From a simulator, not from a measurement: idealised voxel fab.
process module | voxel air gaps
cross-section cut | 255 nm wide | cells 5 nm
A cross-section is a grid of square cells, given in bands from the top down. A band is one or more rows of cells.
Each band's line starts with the height of the band's top and of its bottom, in nm. Then come its materials from left to right, each with its width in nm. One material with "throughout" fills the band from edge to edge. "air" is empty space.
Height 0 is the level under which the wafer as received is all one material. The lowest band goes on downwards, as in "0 down".
A width such as "30 to 40" changes by the same amount from each row of cells to the next, from the band's top row to its bottom row.
"no change" after a step means that no cell of the cross-section changed.
closed voids: empty space of 8 cells or more with no open way to the top, each as width x height at its distance from the left edge, in nm
after a step's settings: what the simulator itself notes on the step
overlay nm, on a step with a mask: how far to the right of its planned place the mask lay; to the left if negative
plan
1 op RECEIVE | material Si
2 op CONFORMAL_DEP | material SiO2 | thk nm 10
3 op CONFORMAL_DEP | material SiN | thk nm 5
4 op DIRECTIONAL_DEP | material lowk | thk nm 40
5 op PATTERN | tone open | mask id LINES | material resist | width nm 15 | pitch nm 40 | thk nm 15 | overlay nm 0
6 op DIRECTIONAL_ETCH | etch materials lowk | depth nm 40
7 op STRIP | etch materials resist
8 op CONFORMAL_DEP | material TiN | thk nm 5
9 op FILL_DEP | material Cu | thk nm 5
10 op CMP | height nm 55
11 op EPI | material Ru | thk nm 10
12 op SELECTIVE_ETCH | etch materials lowk | depth nm 50
13 op CONFORMAL_DEP | material SiN | thk nm 5
varied across the wafers: width nm of step 5. The plan shows the first wafer's value. All wafers start alike
first wafer as received, after step 1
  0 down: Si throughout
  closed voids: none
each wafer at the end: cells of each material gained (+) or lost (-) since it was received, then its closed voids
width nm 15 | +28 Cu | +56 Ru | +202 SiN | +102 SiO2 | +68 TiN | closed voids: 15 x 30 at 80; 15 x 30 at 120; 15 x 30 at 160
width nm 20 | +56 Cu | +64 Ru | +130 SiN | +102 SiO2 | +72 TiN | +96 lowk | closed voids: none
width nm 25 | +84 Cu | +66 Ru | +130 SiN | +102 SiO2 | +76 TiN | +72 lowk | closed voids: none
